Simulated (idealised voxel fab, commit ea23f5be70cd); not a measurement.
The document below concerns the process module designated voxel tone inversion.
Displayed cross-section: cut, width of 270 nm, square cells sized 5 nm.
Cross-section layout: square cells on a grid; listed as bands, top to bottom; a band spans one or more cell rows. Band: top and bottom heights (nm) first, top before bottom; then materials from left to right, widths in nm. "full width" marks a sole material filling the band edge to edge. "air" denotes empty space. Ref level 0: as-received wafer is one material below here. Bottom band extends down with no lower bound ("0 and below"). A width given as "30 to 40" starts at the first number in the band's top row and ends at the second number in its bottom row, shifting by an equal amount at every step from row to row. Step note "same as before" = no cross-section cell changed. Basically, "Closed void roster" tells you about the enclosed voids: empty spaces with no open way to the top, 8 cells or bigger, each written width x height at distance, where distance is from the left edge, all in nm. What comes after the settings on a step's line is commentary from the simulator itself on that step. overlay nm: mask right of planned place by this much (step with mask). Neg. = left.

## The following list gives the planned process steps
1,RECEIVE [material Si]
2,CONFORMAL_DEP [material SiCN] [thk nm 5]
3,DIRECTIONAL_DEP [material aC] [thk nm 25]
4,PATTERN [tone cover] [mask id POSTS] [material resist] [width nm 25] [pitch nm 45] [thk nm 35] [overlay nm 0]
5,DIRECTIONAL_ETCH [etch materials aC] [depth nm 25]
6,STRIP [etch materials resist]
7,FILL_DEP [material lowk] [thk nm 5]
8,CMP [height nm 30]
9,STRIP [etch materials aC]
All wafers enter the flow in the same state. The depth nm at step 5 differs from wafer to wafer, and the plan gives the value for the first wafer.

## The first of several wafers in cross-section, exactly as it reached us after step 1
	0 and below  Si full width
	Closed void roster: none

## Wafer rows, end of module: cells per material gained (+) or lost (-) since receipt; closed voids last
depth nm 25; +54 SiCN; +220 lowk; Closed void roster: none
depth nm 30; +54 SiCN; +220 lowk; Closed void roster: none
depth nm 35; +54 SiCN; +220 lowk; Closed void roster: none
depth nm 40; +54 SiCN; +40 aC; +230 lowk; Closed void roster: none
